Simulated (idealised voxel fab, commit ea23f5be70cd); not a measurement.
Proc. module: voxel trench capacitor
The width of the displayed cross-section, cut, is 225 nm; its cells are square, with a size of 5 nm.
The cross-sections in this document take the form of a grid made of square cells. They are written out as bands, in order from top to bottom. Each band consists of one or more rows of cells.
A band entry consists of two parts. The first gives the height of the band's top and the height of its bottom, in nm. The rest lists the band's materials from left to right, each with its width in nm. A single material labelled with the word "full width" fills the band from edge to edge, and the word "air" marks empty space.
All heights in this document are referenced to 0, defined as the level beneath which the wafer, as received, consists entirely of one material. The lowest band is not bounded below; it extends indefinitely downward and is written in the form "top 0, no bottom".
Think of "30->40" as a width that walks from the first number to the second as you go down the band, top row to bottom row, taking equal-sized steps from row to row.
"remained unchanged", as given for a step, is the statement that not any cell of the cross-section underwent a change during that step.
Under "Non-vented voids" you'll find the enclosed gaps, the ones with no way out to the top, that are 8 cells or bigger; each reads width x height at distance, with distance counted from the left edge, everything in nm.
Step line, after settings: the simulator's comment on this step.
The "overlay nm" setting may appear on a step's line; for a step that uses a mask, it gives how far to the right of its planned position the mask lay, and a negative value indicates the left.

Here's what the planned process steps look like:
1) RECEIVE: material Si
2) CONFORMAL_DEP: material SiN, thk nm 5
3) PATTERN: tone open, mask id TRENCH, material resist, width nm 25, pitch nm 45, thk nm 15, overlay nm -15
4) DIRECTIONAL_ETCH: etch materials SiN, depth nm 5
5) DIRECTIONAL_ETCH: etch materials Si, depth nm 40
6) STRIP: etch materials resist
7) CONFORMAL_DEP: material Al2O3, thk nm 5
8) FILL_DEP: material polySi, thk nm 5
9) CMP: height nm 5
For clarity, it should be stated that the wafers under discussion commence in an identical condition and differ with respect to the overlay nm of step 3, the plan indicating the value that the first wafer had.

first wafer as received, after step 1:
	top 0, no bottom  Si full width
	Non-vented voids: none

First of several wafers in cross-section at module end, following the final step, step 9:
	top 5, bottom 0  SiN 15  Al2O3 5  polySi 15  Al2O3 5  SiN 20  Al2O3 5  polySi 15  Al2O3 5  SiN 20  Al2O3 5  polySi 15  Al2O3 5  SiN 20  Al2O3 5  polySi 15  Al2O3 5  SiN 50
	top 0, bottom -35  Si 15  Al2O3 5  polySi 15  Al2O3 5  Si 20  Al2O3 5  polySi 15  Al2O3 5  Si 20  Al2O3 5  polySi 15  Al2O3 5  Si 20  Al2O3 5  polySi 15  Al2O3 5  Si 50
	top -35, bottom -40  Si 15  Al2O3 25  Si 20  Al2O3 25  Si 20  Al2O3 25  Si 20  Al2O3 25  Si 50
	top -40, no bottom  Si full width
	Non-vented voids: none

Cross-section at module completion, last wafer:
	top 5, bottom 0  SiN 45  Al2O3 5  polySi 15  Al2O3 5  SiN 20  Al2O3 5  polySi 15  Al2O3 5  SiN 20  Al2O3 5  polySi 15  Al2O3 5  SiN 20  Al2O3 5  polySi 15  Al2O3 5  SiN 20
	top 0, bottom -35  Si 45  Al2O3 5  polySi 15  Al2O3 5  Si 20  Al2O3 5  polySi 15  Al2O3 5  Si 20  Al2O3 5  polySi 15  Al2O3 5  Si 20  Al2O3 5  polySi 15  Al2O3 5  Si 20
	top -35, bottom -40  Si 45  Al2O3 25  Si 20  Al2O3 25  Si 20  Al2O3 25  Si 20  Al2O3 25  Si 20
	top -40, no bottom  Si full width
	Non-vented voids: none

Wafer rows, end of module: cells per material gained (+) or lost (-) since receipt; closed voids last:
overlay nm -15, +84 Al2O3, -160 Si, +25 SiN, +96 polySi, Non-vented voids: none
overlay nm -10, +84 Al2O3, -160 Si, +25 SiN, +96 polySi, Non-vented voids: none
overlay nm -5, +84 Al2O3, -160 Si, +25 SiN, +96 polySi, Non-vented voids: none
overlay nm 0, +84 Al2O3, -160 Si, +25 SiN, +96 polySi, Non-vented voids: none
overlay nm 5, +84 Al2O3, -160 Si, +25 SiN, +96 polySi, Non-vented voids: none
overlay nm 10, +84 Al2O3, -160 Si, +25 SiN, +96 polySi, Non-vented voids: none
overlay nm 15, +84 Al2O3, -160 Si, +25 SiN, +96 polySi, Non-vented voids: none
